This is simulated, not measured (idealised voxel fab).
voxel self aligned vias: a process module
The cross-section shown here is cut; it is 275 nm wide and divided into square cells measuring 5 nm on a side.
Format of a cross-section: grid, square cells. Given as bands. Order: top down. Band: one or more rows of cells.
What a band's entry tells you: where the top is and where the bottom is, as heights in nm, and after that what lies inside, material by material from left to right, each with its width in nm. Empty space is written as the word "blank", and a single material marked with the word "throughout" occupies the band from edge to edge.
Height 0 is the level under which the wafer as received is all one material. The lowest band goes on downwards, as in "0 and below".
With a width like "30 to 40", each row of cells in the band differs from the next by the same amount, the top row carrying the first number and the bottom row the second.
"nothing was modified" means the step left every cell of the cross-section as it was.
This entry, "Internal closed voids", enumerates those empty regions of no fewer than 8 cells that possess no open connection to the top. Each region is reported in the form width x height at distance, the distance being taken from the left edge, with all three quantities expressed in nm.
Text after the settings on a step's line: the simulator's own remark on that step.
A step line may carry the setting "overlay nm", which, for steps involving a mask, states the distance by which the mask lay to the right of its intended position; negative values denote displacement to the left.

# Steps planned for the process
| 1 | RECEIVE: material Si |
| 2 | CONFORMAL_DEP: material SiO2, thk nm 15 |
| 3 | CONFORMAL_DEP: material SiCN, thk nm 5 |
| 4 | DIRECTIONAL_DEP: material SiO2, thk nm 20 |
| 5 | MASKED_ETCH: tone open, mask id LINES, width nm 30, pitch nm 55, etch materials SiO2, depth nm 20, overlay nm 0 |
| 6 | CONFORMAL_DEP: material TiN, thk nm 5 |
| 7 | FILL_DEP: material Ru, thk nm 10 |
| 8 | CMP: height nm 40 |
| 9 | SELECTIVE_ETCH: etch materials W Ru TiN, depth nm 10 |
| 10 | FILL_DEP: material SiN, thk nm 10 |
| 11 | CMP: height nm 40 |
| 12 | DIRECTIONAL_DEP: material SiO2, thk nm 20 |
| 13 | PATTERN: tone open, mask id VIAS, material resist, width nm 40, pitch nm 110, thk nm 20, overlay nm 0 |
| 14 | DIRECTIONAL_ETCH: etch materials SiO2, depth nm 20 |
| 15 | DIRECTIONAL_ETCH: etch materials SiN, depth nm 10 |
| 16 | STRIP: etch materials resist |
| 17 | CONFORMAL_DEP: material TiN, thk nm 5 |
| 18 | FILL_DEP: material W, thk nm 5 |
| 19 | CMP: height nm 60 |
| 20 | CONFORMAL_DEP: material SiCN, thk nm 5 |

# Incoming wafer in cross-section (state: after step 1)
  0 and below = Si throughout
  Internal closed voids: none

# End-of-module cross-section. Starting structure and process plan as above; one mistake made in running it
  65 down to 60 = SiCN throughout
  60 down to 40 = SiO2=60 / TiN=5 / W=30 / TiN=5 / SiO2=70 / TiN=5 / W=30 / TiN=5 / SiO2=65
  40 down to 35 = SiN=60 / TiN=5 / W=30 / TiN=5 / SiN=70 / TiN=5 / W=30 / TiN=5 / SiN=65
  35 down to 30 = SiN=60 / TiN=40 / SiN=70 / TiN=40 / SiN=65
  30 down to 25 = TiN=70 / Ru=20 / TiN=35 / Ru=20 / TiN=35 / Ru=20 / TiN=75
  25 down to 10 = SiO2=65 / TiN=5 / Ru=20 / TiN=5 / SiO2=25 / TiN=5 / Ru=20 / TiN=5 / SiO2=25 / TiN=5 / Ru=20 / TiN=5 / SiO2=70
  10 down to 5 = SiO2=65 / TiN=30 / SiO2=25 / TiN=30 / SiO2=25 / TiN=30 / SiO2=70
  5 down to 0 = SiCN throughout
  0 and below = Si throughout
  Internal closed voids: none
Deviation from plan: the plan's step 2 was left out and never carried out
